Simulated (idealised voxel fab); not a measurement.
process module | voxel trench capacitor
Square cell edge 5 nm, section width 185 nm, ID cut.
Throughout this document, each cross-section is represented as a grid of square cells and is presented as a sequence of bands enumerated from the top downward, where a band comprises one or more rows of cells.
A band entry consists of two parts. The first gives the height of the band's top and the height of its bottom, in nm. The rest lists the band's materials from left to right, each with its width in nm. A single material labelled with the word "full width" fills the band from edge to edge, and the word "empty" marks empty space.
Note: height 0 marks the level under which the wafer is uniformly one material as received. Lowest band unbounded below, written "from 0 down".
When a width is written as two numbers, as in "30->40", the first number is the width in the top row of cells of the band and the second is the width in its bottom row, and the width changes by the same amount from each row to the next.
Where the words "changes: none" appear for a step, the cross-section shows no cell changed by that step; every cell remained as before.
The label "Non-vented voids" introduces a list of the empty spaces, 8 cells or larger, that have no open way up to the top; each entry in it reads width x height at distance, where the distance is taken from the left edge and all three are stated in nm.
Step line, after settings: the simulator's comment on this step.
overlay nm: where the mask lay relative to plan, measured to the right, on steps with a mask; negatives go left.
Layout of what follows: cross-section pairs, each bracketing one process step, the after cross-section shown only to the lowest band that changed, the step between and its settings noted under each pair. Pairs may originate in different runs of this module on the same starting wafer; a pair continues from the pair above only where its entry headed "Pre-step section" says so.
Pre-step section
> from 0 down = Si full width
> Non-vented voids: none
Post-Process Section
> from 5 to 0 = SiN full width
> No changes below 0.
> Non-vented voids: none
The before and after cross-sections above differ by one step: CONFORMAL_DEP: material SiN, thk nm 5
Pre-step section: It is represented by the cross-section appearing after the step of the pair directly above.
Post-Process Section
> from 25 to 5 = 25 nm resist, then 30 nm empty, then 20 nm resist, then 30 nm empty, then 20 nm resist, then 30 nm empty, then 30 nm resist
> No changes below 5.
> Non-vented voids: none
The before and after cross-sections above differ by one step: PATTERN: tone open, mask id TRENCH, material resist, width nm 30, pitch nm 50, thk nm 20, overlay nm 0
Pre-step section: It is represented by the cross-section appearing after the step of the pair directly above.
Post-Process Section
> from 25 to 5 = 25 nm resist, then 30 nm empty, then 20 nm resist, then 30 nm empty, then 20 nm resist, then 30 nm empty, then 30 nm resist
> from 5 to 0 = 25 nm SiN, then 30 nm empty, then 20 nm SiN, then 30 nm empty, then 20 nm SiN, then 30 nm empty, then 30 nm SiN
> No changes below 0.
> Non-vented voids: none
The before and after cross-sections above differ by one step: DIRECTIONAL_ETCH: etch materials SiN, depth nm 5
Pre-step section: It is represented by the cross-section appearing after the step of the pair directly above.
Post-Process Section
> from 25 to 5 = 25 nm resist, then 30 nm empty, then 20 nm resist, then 30 nm empty, then 20 nm resist, then 30 nm empty, then 30 nm resist
> from 5 to 0 = 25 nm SiN, then 30 nm empty, then 20 nm SiN, then 30 nm empty, then 20 nm SiN, then 30 nm empty, then 30 nm SiN
> from 0 to -25 = 25 nm Si, then 30 nm empty, then 20 nm Si, then 30 nm empty, then 20 nm Si, then 30 nm empty, then 30 nm Si
> No changes below -25.
> Non-vented voids: none
The before and after cross-sections above differ by one step: DIRECTIONAL_ETCH: etch materials Si, depth nm 25
Pre-step section: It is represented by the cross-section appearing after the step of the pair directly above.
Post-Process Section
> from 5 to 0 = 25 nm SiN, then 30 nm empty, then 20 nm SiN, then 30 nm empty, then 20 nm SiN, then 30 nm empty, then 30 nm SiN
> No changes below 0.
> Non-vented voids: none
The before and after cross-sections above differ by one step: STRIP: etch materials resist
Pre-step section: It is represented by the cross-section appearing after the step of the pair directly above.
Post-Process Section
> from 10 to 5 = 30 nm Al2O3, then 20 nm empty, then 30 nm Al2O3, then 20 nm empty, then 30 nm Al2O3, then 20 nm empty, then 35 nm Al2O3
> from 5 to 0 = 25 nm SiN, then 5 nm Al2O3, then 20 nm empty, then 5 nm Al2O3, then 20 nm SiN, then 5 nm Al2O3, then 20 nm empty, then 5 nm Al2O3, then 20 nm SiN, then 5 nm Al2O3, then 20 nm empty, then 5 nm Al2O3, then 30 nm SiN
> from 0 to -20 = 25 nm Si, then 5 nm Al2O3, then 20 nm empty, then 5 nm Al2O3, then 20 nm Si, then 5 nm Al2O3, then 20 nm empty, then 5 nm Al2O3, then 20 nm Si, then 5 nm Al2O3, then 20 nm empty, then 5 nm Al2O3, then 30 nm Si
> from -20 to -25 = 25 nm Si, then 30 nm Al2O3, then 20 nm Si, then 30 nm Al2O3, then 20 nm Si, then 30 nm Al2O3, then 30 nm Si
> No changes below -25.
> Non-vented voids: none
The before and after cross-sections above differ by one step: CONFORMAL_DEP: material Al2O3, thk nm 5
Pre-step section: It is represented by the cross-section appearing after the step of the pair directly above.
Post-Process Section
> from 15 to 10 = 35 nm TiN, then 10 nm empty, then 40 nm TiN, then 10 nm empty, then 40 nm TiN, then 10 nm empty, then 40 nm TiN
> from 10 to 5 = 30 nm Al2O3, then 5 nm TiN, then 10 nm empty, then 5 nm TiN, then 30 nm Al2O3, then 5 nm TiN, then 10 nm empty, then 5 nm TiN, then 30 nm Al2O3, then 5 nm TiN, then 10 nm empty, then 5 nm TiN, then 35 nm Al2O3
> from 5 to 0 = 25 nm SiN, then 5 nm Al2O3, then 5 nm TiN, then 10 nm empty, then 5 nm TiN, then 5 nm Al2O3, then 20 nm SiN, then 5 nm Al2O3, then 5 nm TiN, then 10 nm empty, then 5 nm TiN, then 5 nm Al2O3, then 20 nm SiN, then 5 nm Al2O3, then 5 nm TiN, then 10 nm empty, then 5 nm TiN, then 5 nm Al2O3, then 30 nm SiN
> from 0 to -15 = 25 nm Si, then 5 nm Al2O3, then 5 nm TiN, then 10 nm empty, then 5 nm TiN, then 5 nm Al2O3, then 20 nm Si, then 5 nm Al2O3, then 5 nm TiN, then 10 nm empty, then 5 nm TiN, then 5 nm Al2O3, then 20 nm Si, then 5 nm Al2O3, then 5 nm TiN, then 10 nm empty, then 5 nm TiN, then 5 nm Al2O3, then 30 nm Si
> from -15 to -20 = 25 nm Si, then 5 nm Al2O3, then 20 nm TiN, then 5 nm Al2O3, then 20 nm Si, then 5 nm Al2O3, then 20 nm TiN, then 5 nm Al2O3, then 20 nm Si, then 5 nm Al2O3, then 20 nm TiN, then 5 nm Al2O3, then 30 nm Si
> No changes below -20.
> Non-vented voids: none
The before and after cross-sections above differ by one step: CONFORMAL_DEP: material TiN, thk nm 5
Pre-step section: It is represented by the cross-section appearing after the step of the pair directly above.
Post-Process Section
> from 25 to 15 = W full width
> from 15 to 10 = 35 nm TiN, then 10 nm W, then 40 nm TiN, then 10 nm W, then 40 nm TiN, then 10 nm W, then 40 nm TiN
> from 10 to 5 = 30 nm Al2O3, then 5 nm TiN, then 10 nm W, then 5 nm TiN, then 30 nm Al2O3, then 5 nm TiN, then 10 nm W, then 5 nm TiN, then 30 nm Al2O3, then 5 nm TiN, then 10 nm W, then 5 nm TiN, then 35 nm Al2O3
> from 5 to 0 = 25 nm SiN, then 5 nm Al2O3, then 5 nm TiN, then 10 nm W, then 5 nm TiN, then 5 nm Al2O3, then 20 nm SiN, then 5 nm Al2O3, then 5 nm TiN, then 10 nm W, then 5 nm TiN, then 5 nm Al2O3, then 20 nm SiN, then 5 nm Al2O3, then 5 nm TiN, then 10 nm W, then 5 nm TiN, then 5 nm Al2O3, then 30 nm SiN
> from 0 to -15 = 25 nm Si, then 5 nm Al2O3, then 5 nm TiN, then 10 nm W, then 5 nm TiN, then 5 nm Al2O3, then 20 nm Si, then 5 nm Al2O3, then 5 nm TiN, then 10 nm W, then 5 nm TiN, then 5 nm Al2O3, then 20 nm Si, then 5 nm Al2O3, then 5 nm TiN, then 10 nm W, then 5 nm TiN, then 5 nm Al2O3, then 30 nm Si
> No changes below -15.
> Non-vented voids: none
The before and after cross-sections above differ by one step: FILL_DEP: material W, thk nm 10
Pre-step section: It is represented by the cross-section appearing after the step of the pair directly above.
Post-Process Section
> from 5 to 0 = 25 nm SiN, then 5 nm Al2O3, then 5 nm TiN, then 10 nm W, then 5 nm TiN, then 5 nm Al2O3, then 20 nm SiN, then 5 nm Al2O3, then 5 nm TiN, then 10 nm W, then 5 nm TiN, then 5 nm Al2O3, then 20 nm SiN, then 5 nm Al2O3, then 5 nm TiN, then 10 nm W, then 5 nm TiN, then 5 nm Al2O3, then 30 nm SiN
> No changes below 0.
> Non-vented voids: none
The before and after cross-sections above differ by one step: CMP: height nm 5
Pre-step section
> from 25 to 5 = 25 nm resist, then 30 nm empty, then 20 nm resist, then 30 nm empty, then 20 nm resist, then 30 nm empty, then 30 nm resist
> from 5 to 0 = 25 nm SiN, then 30 nm empty, then 20 nm SiN, then 30 nm empty, then 20 nm SiN, then 30 nm empty, then 30 nm SiN
> from 0 to -25 = 25 nm Si, then 30 nm empty, then 20 nm Si, then 30 nm empty, then 20 nm Si, then 30 nm empty, then 30 nm Si
> from -25 down = Si full width
> Non-vented voids: none
Post-Process Section
> from 25 to 5 = 25 nm resist, then 30 nm empty, then 20 nm resist, then 30 nm empty, then 20 nm resist, then 30 nm empty, then 30 nm resist
> from 5 to 0 = 25 nm SiN, then 30 nm empty, then 20 nm SiN, then 30 nm empty, then 20 nm SiN, then 30 nm empty, then 30 nm SiN
> from 0 to -50 = 25 nm Si, then 30 nm empty, then 20 nm Si, then 30 nm empty, then 20 nm Si, then 30 nm empty, then 30 nm Si
> No changes below -50.
> Non-vented voids: none
The before and after cross-sections above differ by one step: DIRECTIONAL_ETCH: etch materials Si, depth nm 25
Pre-step section: It is represented by the cross-section appearing after the step of the pair directly above.
Post-Process Section
> from 5 to 0 = 25 nm SiN, then 30 nm empty, then 20 nm SiN, then 30 nm empty, then 20 nm SiN, then 30 nm empty, then 30 nm SiN
> No changes below 0.
> Non-vented voids: none
The before and after cross-sections above differ by one step: STRIP: etch materials resist
Pre-step section: It is represented by the cross-section appearing after the step of the pair directly above.
Post-Process Section
> from 10 to 5 = 30 nm Al2O3, then 20 nm empty, then 30 nm Al2O3, then 20 nm empty, then 30 nm Al2O3, then 20 nm empty, then 35 nm Al2O3
> from 5 to 0 = 25 nm SiN, then 5 nm Al2O3, then 20 nm empty, then 5 nm Al2O3, then 20 nm SiN, then 5 nm Al2O3, then 20 nm empty, then 5 nm Al2O3, then 20 nm SiN, then 5 nm Al2O3, then 20 nm empty, then 5 nm Al2O3, then 30 nm SiN
> from 0 to -45 = 25 nm Si, then 5 nm Al2O3, then 20 nm empty, then 5 nm Al2O3, then 20 nm Si, then 5 nm Al2O3, then 20 nm empty, then 5 nm Al2O3, then 20 nm Si, then 5 nm Al2O3, then 20 nm empty, then 5 nm Al2O3, then 30 nm Si
> from -45 to -50 = 25 nm Si, then 30 nm Al2O3, then 20 nm Si, then 30 nm Al2O3, then 20 nm Si, then 30 nm Al2O3, then 30 nm Si
> No changes below -50.
> Non-vented voids: none
The before and after cross-sections above differ by one step: CONFORMAL_DEP: material Al2O3, thk nm 5
Pre-step section: It is represented by the cross-section appearing after the step of the pair directly above.
Post-Process Section
> from 15 to 10 = 35 nm TiN, then 10 nm empty, then 40 nm TiN, then 10 nm empty, then 40 nm TiN, then 10 nm empty, then 40 nm TiN
> from 10 to 5 = 30 nm Al2O3, then 5 nm TiN, then 10 nm empty, then 5 nm TiN, then 30 nm Al2O3, then 5 nm TiN, then 10 nm empty, then 5 nm TiN, then 30 nm Al2O3, then 5 nm TiN, then 10 nm empty, then 5 nm TiN, then 35 nm Al2O3
> from 5 to 0 = 25 nm SiN, then 5 nm Al2O3, then 5 nm TiN, then 10 nm empty, then 5 nm TiN, then 5 nm Al2O3, then 20 nm SiN, then 5 nm Al2O3, then 5 nm TiN, then 10 nm empty, then 5 nm TiN, then 5 nm Al2O3, then 20 nm SiN, then 5 nm Al2O3, then 5 nm TiN, then 10 nm empty, then 5 nm TiN, then 5 nm Al2O3, then 30 nm SiN
> from 0 to -40 = 25 nm Si, then 5 nm Al2O3, then 5 nm TiN, then 10 nm empty, then 5 nm TiN, then 5 nm Al2O3, then 20 nm Si, then 5 nm Al2O3, then 5 nm TiN, then 10 nm empty, then 5 nm TiN, then 5 nm Al2O3, then 20 nm Si, then 5 nm Al2O3, then 5 nm TiN, then 10 nm empty, then 5 nm TiN, then 5 nm Al2O3, then 30 nm Si
> from -40 to -45 = 25 nm Si, then 5 nm Al2O3, then 20 nm TiN, then 5 nm Al2O3, then 20 nm Si, then 5 nm Al2O3, then 20 nm TiN, then 5 nm Al2O3, then 20 nm Si, then 5 nm Al2O3, then 20 nm TiN, then 5 nm Al2O3, then 30 nm Si
> No changes below -45.
> Non-vented voids: none
The before and after cross-sections above differ by one step: CONFORMAL_DEP: material TiN, thk nm 5
Pre-step section: It is represented by the cross-section appearing after the step of the pair directly above.
Post-Process Section
> from 25 to 15 = W full width
> from 15 to 10 = 35 nm TiN, then 10 nm W, then 40 nm TiN, then 10 nm W, then 40 nm TiN, then 10 nm W, then 40 nm TiN
> from 10 to 5 = 30 nm Al2O3, then 5 nm TiN, then 10 nm W, then 5 nm TiN, then 30 nm Al2O3, then 5 nm TiN, then 10 nm W, then 5 nm TiN, then 30 nm Al2O3, then 5 nm TiN, then 10 nm W, then 5 nm TiN, then 35 nm Al2O3
> from 5 to 0 = 25 nm SiN, then 5 nm Al2O3, then 5 nm TiN, then 10 nm W, then 5 nm TiN, then 5 nm Al2O3, then 20 nm SiN, then 5 nm Al2O3, then 5 nm TiN, then 10 nm W, then 5 nm TiN, then 5 nm Al2O3, then 20 nm SiN, then 5 nm Al2O3, then 5 nm TiN, then 10 nm W, then 5 nm TiN, then 5 nm Al2O3, then 30 nm SiN
> from 0 to -40 = 25 nm Si, then 5 nm Al2O3, then 5 nm TiN, then 10 nm W, then 5 nm TiN, then 5 nm Al2O3, then 20 nm Si, then 5 nm Al2O3, then 5 nm TiN, then 10 nm W, then 5 nm TiN, then 5 nm Al2O3, then 20 nm Si, then 5 nm Al2O3, then 5 nm TiN, then 10 nm W, then 5 nm TiN, then 5 nm Al2O3, then 30 nm Si
> No changes below -40.
> Non-vented voids: none
The before and after cross-sections above differ by one step: FILL_DEP: material W, thk nm 10
Pre-step section: It is represented by the cross-section appearing after the step of the pair directly above.
Post-Process Section
> from 5 to 0 = 25 nm SiN, then 5 nm Al2O3, then 5 nm TiN, then 10 nm W, then 5 nm TiN, then 5 nm Al2O3, then 20 nm SiN, then 5 nm Al2O3, then 5 nm TiN, then 10 nm W, then 5 nm TiN, then 5 nm Al2O3, then 20 nm SiN, then 5 nm Al2O3, then 5 nm TiN, then 10 nm W, then 5 nm TiN, then 5 nm Al2O3, then 30 nm SiN
> No changes below 0.
> Non-vented voids: none
The before and after cross-sections above differ by one step: CMP: height nm 5
Pre-step section
> from 5 to 0 = 25 nm SiN, then 30 nm empty, then 20 nm SiN, then 30 nm empty, then 20 nm SiN, then 30 nm empty, then 30 nm SiN
> from 0 to -25 = 25 nm Si, then 30 nm empty, then 20 nm Si, then 30 nm empty, then 20 nm Si, then 30 nm empty, then 30 nm Si
> from -25 down = Si full width
> Non-vented voids: none
Post-Process Section
> from 10 to 5 = 30 nm TiN, then 20 nm empty, then 30 nm TiN, then 20 nm empty, then 30 nm TiN, then 20 nm empty, then 35 nm TiN
> from 5 to 0 = 25 nm SiN, then 5 nm TiN, then 20 nm empty, then 5 nm TiN, then 20 nm SiN, then 5 nm TiN, then 20 nm empty, then 5 nm TiN, then 20 nm SiN, then 5 nm TiN, then 20 nm empty, then 5 nm TiN, then 30 nm SiN
> from 0 to -20 = 25 nm Si, then 5 nm TiN, then 20 nm empty, then 5 nm TiN, then 20 nm Si, then 5 nm TiN, then 20 nm empty, then 5 nm TiN, then 20 nm Si, then 5 nm TiN, then 20 nm empty, then 5 nm TiN, then 30 nm Si
> from -20 to -25 = 25 nm Si, then 30 nm TiN, then 20 nm Si, then 30 nm TiN, then 20 nm Si, then 30 nm TiN, then 30 nm Si
> No changes below -25.
> Non-vented voids: none
The before and after cross-sections above differ by one step: CONFORMAL_DEP: material TiN, thk nm 5
Pre-step section: It is represented by the cross-section appearing after the step of the pair directly above.
Post-Process Section
> from 15 to 10 = 35 nm Al2O3, then 10 nm empty, then 40 nm Al2O3, then 10 nm empty, then 40 nm Al2O3, then 10 nm empty, then 40 nm Al2O3
> from 10 to 5 = 30 nm TiN, then 5 nm Al2O3, then 10 nm empty, then 5 nm Al2O3, then 30 nm TiN, then 5 nm Al2O3, then 10 nm empty, then 5 nm Al2O3, then 30 nm TiN, then 5 nm Al2O3, then 10 nm empty, then 5 nm Al2O3, then 35 nm TiN
> from 5 to 0 = 25 nm SiN, then 5 nm TiN, then 5 nm Al2O3, then 10 nm empty, then 5 nm Al2O3, then 5 nm TiN, then 20 nm SiN, then 5 nm TiN, then 5 nm Al2O3, then 10 nm empty, then 5 nm Al2O3, then 5 nm TiN, then 20 nm SiN, then 5 nm TiN, then 5 nm Al2O3, then 10 nm empty, then 5 nm Al2O3, then 5 nm TiN, then 30 nm SiN
> from 0 to -15 = 25 nm Si, then 5 nm TiN, then 5 nm Al2O3, then 10 nm empty, then 5 nm Al2O3, then 5 nm TiN, then 20 nm Si, then 5 nm TiN, then 5 nm Al2O3, then 10 nm empty, then 5 nm Al2O3, then 5 nm TiN, then 20 nm Si, then 5 nm TiN, then 5 nm Al2O3, then 10 nm empty, then 5 nm Al2O3, then 5 nm TiN, then 30 nm Si
> from -15 to -20 = 25 nm Si, then 5 nm TiN, then 20 nm Al2O3, then 5 nm TiN, then 20 nm Si, then 5 nm TiN, then 20 nm Al2O3, then 5 nm TiN, then 20 nm Si, then 5 nm TiN, then 20 nm Al2O3, then 5 nm TiN, then 30 nm Si
> No changes below -20.
> Non-vented voids: none
The before and after cross-sections above differ by one step: CONFORMAL_DEP: material Al2O3, thk nm 5
Pre-step section: It is represented by the cross-section appearing after the step of the pair directly above.
Post-Process Section
> from 25 to 15 = W full width
> from 15 to 10 = 35 nm Al2O3, then 10 nm W, then 40 nm Al2O3, then 10 nm W, then 40 nm Al2O3, then 10 nm W, then 40 nm Al2O3
> from 10 to 5 = 30 nm TiN, then 5 nm Al2O3, then 10 nm W, then 5 nm Al2O3, then 30 nm TiN, then 5 nm Al2O3, then 10 nm W, then 5 nm Al2O3, then 30 nm TiN, then 5 nm Al2O3, then 10 nm W, then 5 nm Al2O3, then 35 nm TiN
> from 5 to 0 = 25 nm SiN, then 5 nm TiN, then 5 nm Al2O3, then 10 nm W, then 5 nm Al2O3, then 5 nm TiN, then 20 nm SiN, then 5 nm TiN, then 5 nm Al2O3, then 10 nm W, then 5 nm Al2O3, then 5 nm TiN, then 20 nm SiN, then 5 nm TiN, then 5 nm Al2O3, then 10 nm W, then 5 nm Al2O3, then 5 nm TiN, then 30 nm SiN
> from 0 to -15 = 25 nm Si, then 5 nm TiN, then 5 nm Al2O3, then 10 nm W, then 5 nm Al2O3, then 5 nm TiN, then 20 nm Si, then 5 nm TiN, then 5 nm Al2O3, then 10 nm W, then 5 nm Al2O3, then 5 nm TiN, then 20 nm Si, then 5 nm TiN, then 5 nm Al2O3, then 10 nm W, then 5 nm Al2O3, then 5 nm TiN, then 30 nm Si
> No changes below -15.
> Non-vented voids: none
The before and after cross-sections above differ by one step: FILL_DEP: material W, thk nm 10
Pre-step section: It is represented by the cross-section appearing after the step of the pair directly above.
Post-Process Section
> from 5 to 0 = 25 nm SiN, then 5 nm TiN, then 5 nm Al2O3, then 10 nm W, then 5 nm Al2O3, then 5 nm TiN, then 20 nm SiN, then 5 nm TiN, then 5 nm Al2O3, then 10 nm W, then 5 nm Al2O3, then 5 nm TiN, then 20 nm SiN, then 5 nm TiN, then 5 nm Al2O3, then 10 nm W, then 5 nm Al2O3, then 5 nm TiN, then 30 nm SiN
> No changes below 0.
> Non-vented voids: none
The before and after cross-sections above differ by one step: CMP: height nm 5
Pre-step section
> from 25 to 5 = 25 nm resist, then 30 nm empty, then 20 nm resist, then 30 nm empty, then 20 nm resist, then 30 nm empty, then 30 nm resist
> from 5 to 0 = 25 nm SiN, then 30 nm empty, then 20 nm SiN, then 30 nm empty, then 20 nm SiN, then 30 nm empty, then 30 nm SiN
> from 0 down = Si full width
> Non-vented voids: none
Post-Process Section
> from 25 to 5 = 25 nm resist, then 30 nm empty, then 20 nm resist, then 30 nm empty, then 20 nm resist, then 30 nm empty, then 30 nm resist
> from 5 to 0 = 25 nm SiN, then 30 nm empty, then 20 nm SiN, then 30 nm empty, then 20 nm SiN, then 30 nm empty, then 30 nm SiN
> from 0 to -35 = 25 nm Si, then 30 nm empty, then 20 nm Si, then 30 nm empty, then 20 nm Si, then 30 nm empty, then 30 nm Si
> No changes below -35.
> Non-vented voids: none
The before and after cross-sections above differ by one step: DIRECTIONAL_ETCH: etch materials Si, depth nm 35
Pre-step section: It is represented by the cross-section appearing after the step of the pair directly above.
Post-Process Section
> from 5 to 0 = 25 nm SiN, then 30 nm empty, then 20 nm SiN, then 30 nm empty, then 20 nm SiN, then 30 nm empty, then 30 nm SiN
> No changes below 0.
> Non-vented voids: none
The before and after cross-sections above differ by one step: STRIP: etch materials resist
Pre-step section: It is represented by the cross-section appearing after the step of the pair directly above.
Post-Process Section
> from 10 to 5 = 30 nm Al2O3, then 20 nm empty, then 30 nm Al2O3, then 20 nm empty, then 30 nm Al2O3, then 20 nm empty, then 35 nm Al2O3
> from 5 to 0 = 25 nm SiN, then 5 nm Al2O3, then 20 nm empty, then 5 nm Al2O3, then 20 nm SiN, then 5 nm Al2O3, then 20 nm empty, then 5 nm Al2O3, then 20 nm SiN, then 5 nm Al2O3, then 20 nm empty, then 5 nm Al2O3, then 30 nm SiN
> from 0 to -30 = 25 nm Si, then 5 nm Al2O3, then 20 nm empty, then 5 nm Al2O3, then 20 nm Si, then 5 nm Al2O3, then 20 nm empty, then 5 nm Al2O3, then 20 nm Si, then 5 nm Al2O3, then 20 nm empty, then 5 nm Al2O3, then 30 nm Si
> from -30 to -35 = 25 nm Si, then 30 nm Al2O3, then 20 nm Si, then 30 nm Al2O3, then 20 nm Si, then 30 nm Al2O3, then 30 nm Si
> No changes below -35.
> Non-vented voids: none
The before and after cross-sections above differ by one step: CONFORMAL_DEP: material Al2O3, thk nm 5
Pre-step section: It is represented by the cross-section appearing after the step of the pair directly above.
Post-Process Section
> from 15 to 10 = 35 nm TiN, then 10 nm empty, then 40 nm TiN, then 10 nm empty, then 40 nm TiN, then 10 nm empty, then 40 nm TiN
> from 10 to 5 = 30 nm Al2O3, then 5 nm TiN, then 10 nm empty, then 5 nm TiN, then 30 nm Al2O3, then 5 nm TiN, then 10 nm empty, then 5 nm TiN, then 30 nm Al2O3, then 5 nm TiN, then 10 nm empty, then 5 nm TiN, then 35 nm Al2O3
> from 5 to 0 = 25 nm SiN, then 5 nm Al2O3, then 5 nm TiN, then 10 nm empty, then 5 nm TiN, then 5 nm Al2O3, then 20 nm SiN, then 5 nm Al2O3, then 5 nm TiN, then 10 nm empty, then 5 nm TiN, then 5 nm Al2O3, then 20 nm SiN, then 5 nm Al2O3, then 5 nm TiN, then 10 nm empty, then 5 nm TiN, then 5 nm Al2O3, then 30 nm SiN
> from 0 to -25 = 25 nm Si, then 5 nm Al2O3, then 5 nm TiN, then 10 nm empty, then 5 nm TiN, then 5 nm Al2O3, then 20 nm Si, then 5 nm Al2O3, then 5 nm TiN, then 10 nm empty, then 5 nm TiN, then 5 nm Al2O3, then 20 nm Si, then 5 nm Al2O3, then 5 nm TiN, then 10 nm empty, then 5 nm TiN, then 5 nm Al2O3, then 30 nm Si
> from -25 to -30 = 25 nm Si, then 5 nm Al2O3, then 20 nm TiN, then 5 nm Al2O3, then 20 nm Si, then 5 nm Al2O3, then 20 nm TiN, then 5 nm Al2O3, then 20 nm Si, then 5 nm Al2O3, then 20 nm TiN, then 5 nm Al2O3, then 30 nm Si
> No changes below -30.
> Non-vented voids: none
The before and after cross-sections above differ by one step: CONFORMAL_DEP: material TiN, thk nm 5
Pre-step section: It is represented by the cross-section appearing after the step of the pair directly above.
Post-Process Section
> from 25 to 15 = W full width
> from 15 to 10 = 35 nm TiN, then 10 nm W, then 40 nm TiN, then 10 nm W, then 40 nm TiN, then 10 nm W, then 40 nm TiN
> from 10 to 5 = 30 nm Al2O3, then 5 nm TiN, then 10 nm W, then 5 nm TiN, then 30 nm Al2O3, then 5 nm TiN, then 10 nm W, then 5 nm TiN, then 30 nm Al2O3, then 5 nm TiN, then 10 nm W, then 5 nm TiN, then 35 nm Al2O3
> from 5 to 0 = 25 nm SiN, then 5 nm Al2O3, then 5 nm TiN, then 10 nm W, then 5 nm TiN, then 5 nm Al2O3, then 20 nm SiN, then 5 nm Al2O3, then 5 nm TiN, then 10 nm W, then 5 nm TiN, then 5 nm Al2O3, then 20 nm SiN, then 5 nm Al2O3, then 5 nm TiN, then 10 nm W, then 5 nm TiN, then 5 nm Al2O3, then 30 nm SiN
> from 0 to -25 = 25 nm Si, then 5 nm Al2O3, then 5 nm TiN, then 10 nm W, then 5 nm TiN, then 5 nm Al2O3, then 20 nm Si, then 5 nm Al2O3, then 5 nm TiN, then 10 nm W, then 5 nm TiN, then 5 nm Al2O3, then 20 nm Si, then 5 nm Al2O3, then 5 nm TiN, then 10 nm W, then 5 nm TiN, then 5 nm Al2O3, then 30 nm Si
> No changes below -25.
> Non-vented voids: none
The before and after cross-sections above differ by one step: FILL_DEP: material W, thk nm 10
Pre-step section: It is represented by the cross-section appearing after the step of the pair directly above.
Post-Process Section
> from 5 to 0 = 25 nm SiN, then 5 nm Al2O3, then 5 nm TiN, then 10 nm W, then 5 nm TiN, then 5 nm Al2O3, then 20 nm SiN, then 5 nm Al2O3, then 5 nm TiN, then 10 nm W, then 5 nm TiN, then 5 nm Al2O3, then 20 nm SiN, then 5 nm Al2O3, then 5 nm TiN, then 10 nm W, then 5 nm TiN, then 5 nm Al2O3, then 30 nm SiN
> No changes below 0.
> Non-vented voids: none
The before and after cross-sections above differ by one step: CMP: height nm 5
Pre-step section
> from 5 to 0 = SiN full width
> from 0 down = Si full width
> Non-vented voids: none
Post-Process Section
> from 25 to 5 = 30 nm resist, then 20 nm empty, then 30 nm resist, then 20 nm empty, then 30 nm resist, then 20 nm empty, then 35 nm resist
> No changes below 5.
> Non-vented voids: none
The before and after cross-sections above differ by one step: PATTERN: tone open, mask id TRENCH, material resist, width nm 20, pitch nm 50, thk nm 20, overlay nm 0
Pre-step section: It is represented by the cross-section appearing after the step of the pair directly above.
Post-Process Section
> from 25 to 5 = 30 nm resist, then 20 nm empty, then 30 nm resist, then 20 nm empty, then 30 nm resist, then 20 nm empty, then 35 nm resist
> from 5 to 0 = 30 nm SiN, then 20 nm empty, then 30 nm SiN, then 20 nm empty, then 30 nm SiN, then 20 nm empty, then 35 nm SiN
> No changes below 0.
> Non-vented voids: none
The before and after cross-sections above differ by one step: DIRECTIONAL_ETCH: etch materials SiN, depth nm 5
Pre-step section: It is represented by the cross-section appearing after the step of the pair directly above.
Post-Process Section
> from 25 to 5 = 30 nm resist, then 20 nm empty, then 30 nm resist, then 20 nm empty, then 30 nm resist, then 20 nm empty, then 35 nm resist
> from 5 to 0 = 30 nm SiN, then 20 nm empty, then 30 nm SiN, then 20 nm empty, then 30 nm SiN, then 20 nm empty, then 35 nm SiN
> from 0 to -25 = 30 nm Si, then 20 nm empty, then 30 nm Si, then 20 nm empty, then 30 nm Si, then 20 nm empty, then 35 nm Si
> No changes below -25.
> Non-vented voids: none
The before and after cross-sections above differ by one step: DIRECTIONAL_ETCH: etch materials Si, depth nm 25
Pre-step section: It is represented by the cross-section appearing after the step of the pair directly above.
Post-Process Section
> from 5 to 0 = 30 nm SiN, then 20 nm empty, then 30 nm SiN, then 20 nm empty, then 30 nm SiN, then 20 nm empty, then 35 nm SiN
> No changes below 0.
> Non-vented voids: none
The before and after cross-sections above differ by one step: STRIP: etch materials resist
Pre-step section: It is represented by the cross-section appearing after the step of the pair directly above.
Post-Process Section
> from 10 to 5 = 35 nm Al2O3, then 10 nm empty, then 40 nm Al2O3, then 10 nm empty, then 40 nm Al2O3, then 10 nm empty, then 40 nm Al2O3
> from 5 to 0 = 30 nm SiN, then 5 nm Al2O3, then 10 nm empty, then 5 nm Al2O3, then 30 nm SiN, then 5 nm Al2O3, then 10 nm empty, then 5 nm Al2O3, then 30 nm SiN, then 5 nm Al2O3, then 10 nm empty, then 5 nm Al2O3, then 35 nm SiN
> from 0 to -20 = 30 nm Si, then 5 nm Al2O3, then 10 nm empty, then 5 nm Al2O3, then 30 nm Si, then 5 nm Al2O3, then 10 nm empty, then 5 nm Al2O3, then 30 nm Si, then 5 nm Al2O3, then 10 nm empty, then 5 nm Al2O3, then 35 nm Si
> from -20 to -25 = 30 nm Si, then 20 nm Al2O3, then 30 nm Si, then 20 nm Al2O3, then 30 nm Si, then 20 nm Al2O3, then 35 nm Si
> No changes below -25.
> Non-vented voids: none
The before and after cross-sections above differ by one step: CONFORMAL_DEP: material Al2O3, thk nm 5
Pre-step section: It is represented by the cross-section appearing after the step of the pair directly above.
Post-Process Section
> from 15 to 10 = TiN full width
> from 10 to 5 = 35 nm Al2O3, then 10 nm TiN, then 40 nm Al2O3, then 10 nm TiN, then 40 nm Al2O3, then 10 nm TiN, then 40 nm Al2O3
> from 5 to 0 = 30 nm SiN, then 5 nm Al2O3, then 10 nm TiN, then 5 nm Al2O3, then 30 nm SiN, then 5 nm Al2O3, then 10 nm TiN, then 5 nm Al2O3, then 30 nm SiN, then 5 nm Al2O3, then 10 nm TiN, then 5 nm Al2O3, then 35 nm SiN
> from 0 to -20 = 30 nm Si, then 5 nm Al2O3, then 10 nm TiN, then 5 nm Al2O3, then 30 nm Si, then 5 nm Al2O3, then 10 nm TiN, then 5 nm Al2O3, then 30 nm Si, then 5 nm Al2O3, then 10 nm TiN, then 5 nm Al2O3, then 35 nm Si
> No changes below -20.
> Non-vented voids: none
The before and after cross-sections above differ by one step: CONFORMAL_DEP: material TiN, thk nm 5
Pre-step section: It is represented by the cross-section appearing after the step of the pair directly above.
Post-Process Section
> from 25 to 15 = W full width
> No changes below 15.
> Non-vented voids: none
The before and after cross-sections above differ by one step: FILL_DEP: material W, thk nm 10
